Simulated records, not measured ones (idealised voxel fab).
The following is a process module called voxel ribs on slabs.
The width of the displayed cross-section, cut, is 155 nm; its cells are square, with a size of 5 nm.
We lay out every cross-section as a grid of square cells and spell it out in bands from the top down, where one band means one or more rows of cells. Band: top height; bottom height; in nm. Then, left to right: material with width in nm, for each material. "everywhere": a single material spanning edge to edge. "air": empty space. We count height from 0. Below that, the starting wafer is all one material. The lowest band never ends at the bottom but goes on down; see "0 and below" for how that is written. Think of "30 to 40" as a width that walks from the first number to the second as you go down the band, top row to bottom row, taking equal-sized steps from row to row. Where a step carries "remains unaltered", the cross-section came out of it unchanged, cell for cell. "Encapsulated voids" lists enclosed empty spaces (at least 8 cells, no open path upward to the top), each as width x height at distance from the left edge, in nm. Read whatever lies past the settings on a step's line as the simulator's own remark about the step. "overlay nm", when on a step's line for a step with a mask, measures how far to the right of its planned place the mask lay; a negative measure means to the left.
This section lists the process steps that were planned:
- 1: RECEIVE [material Si]
- 2: DIRECTIONAL_DEP [material SiO2] [thk nm 15]
- 3: DIRECTIONAL_DEP [material SiN] [thk nm 15]
- 4: DIRECTIONAL_DEP [material aC] [thk nm 15]
- 5: PATTERN [tone cover] [mask id RIB] [material resist] [width nm 30] [thk nm 35] [overlay nm 0]
- 6: DIRECTIONAL_ETCH [etch materials aC] [depth nm 15]
- 7: STRIP [etch materials resist]
- 8: DIRECTIONAL_ETCH [etch materials SiN] [depth nm 10]
- 9: STRIP [etch materials aC]
- 10: MASKED_ETCH [tone cover] [mask id SLAB] [width nm 90] [etch materials SiN] [depth nm 5] [overlay nm 0]
- 11: FILL_DEP [material SiO2] [thk nm 15]
- 12: CMP [height nm 45]
- 13: DIRECTIONAL_DEP [material W] [thk nm 5]
- 14: MASKED_ETCH [tone cover] [mask id HEATER] [width nm 40] [etch materials W] [depth nm 5] [overlay nm 0]
- 15: CONFORMAL_DEP [material SiN] [thk nm 10]
Wafers differ in thk nm at step 2; plan lists the first wafer's value; identical starting state.
First of several wafers, received after step 1, in cross-section:
	0 and below | Si everywhere
	Encapsulated voids: none
Row per wafer, end-of-module: cell gain (+)/loss (-) by material since the wafer came in, then closed voids:
thk nm 15 | +96 SiN | +249 SiO2 | +8 W | Encapsulated voids: none
thk nm 20 | +96 SiN | +249 SiO2 | +8 W | Encapsulated voids: none
thk nm 25 | +96 SiN | +249 SiO2 | +8 W | Encapsulated voids: none
thk nm 30 | +96 SiN | +249 SiO2 | +8 W | Encapsulated voids: none
thk nm 35 | +90 SiN | +255 SiO2 | +8 W | Encapsulated voids: none
